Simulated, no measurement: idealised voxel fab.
process module | voxel fin reveal
cross-section cut | 245 nm wide | cells 5 nm
A cross-section is a grid of square cells, given in bands from the top down. A band is one or more rows of cells.
Each band's line starts with the height of the band's top and of its bottom, in nm. Then come its materials from left to right, each with its width in nm. One material with "throughout" fills the band from edge to edge. "air" is empty space.
Height 0 is the level under which the wafer as received is all one material. The lowest band goes on downwards, as in "0 down".
A width such as "30 to 40" changes by the same amount from each row of cells to the next, from the band's top row to its bottom row.
"no change" after a step means that no cell of the cross-section changed.
closed voids: empty space of 8 cells or more with no open way to the top, each as width x height at its distance from the left edge, in nm
after a step's settings: what the simulator itself notes on the step
overlay nm, on a step with a mask: how far to the right of its planned place the mask lay; to the left if negative
plan
1 op RECEIVE | material Si
2 op CONFORMAL_DEP | material SiN | thk nm 10
3 op MASKED_ETCH | tone cover | mask id FINS | width nm 15 | pitch nm 40 | etch materials SiN | depth nm 10 | overlay nm 0
4 op MASKED_ETCH | tone cover | mask id FINS | width nm 15 | pitch nm 40 | etch materials Si | depth nm 35 | overlay nm 0
5 op OXIDIZE | depth nm 5
6 op FILL_DEP | material SiO2 | thk nm 15
7 op CMP | height nm 10
8 op SELECTIVE_ETCH | etch materials SiO2 | depth nm 20
9 op STRIP | etch materials SiN
10 op CONFORMAL_DEP | material HfO2 | thk nm 5
as received, after step 1
  0 down: Si throughout
  closed voids: none
first wafer at the end, as planned
  5 to 0: air 55 | HfO2 15 | air 25 | HfO2 15 | air 25 | HfO2 15 | air 25 | HfO2 15 | air 55
  0 to -5: air 55 | HfO2 5 | Si 5 | HfO2 5 | air 25 | HfO2 5 | Si 5 | HfO2 5 | air 25 | HfO2 5 | Si 5 | HfO2 5 | air 25 | HfO2 5 | Si 5 | HfO2 5 | air 55
  -5 to -10: HfO2 60 | Si 5 | HfO2 35 | Si 5 | HfO2 35 | Si 5 | HfO2 35 | Si 5 | HfO2 60
  -10 to -40: SiO2 60 | Si 5 | SiO2 35 | Si 5 | SiO2 35 | Si 5 | SiO2 35 | Si 5 | SiO2 60
  -40 down: Si throughout
  closed voids: none
second wafer at the end: like start, like plan, one mistake
  0 to -5: air 55 | HfO2 15 | air 25 | HfO2 15 | air 25 | HfO2 15 | air 25 | HfO2 15 | air 55
  -5 to -10: HfO2 60 | Si 5 | HfO2 35 | Si 5 | HfO2 35 | Si 5 | HfO2 35 | Si 5 | HfO2 60
  -10 to -40: SiO2 60 | Si 5 | SiO2 35 | Si 5 | SiO2 35 | Si 5 | SiO2 35 | Si 5 | SiO2 60
  -40 down: Si throughout
  closed voids: none
what went wrong: step 2 was left out
at the end the second wafer has, in cells: 8 fewer of HfO2 | 4 fewer of Si
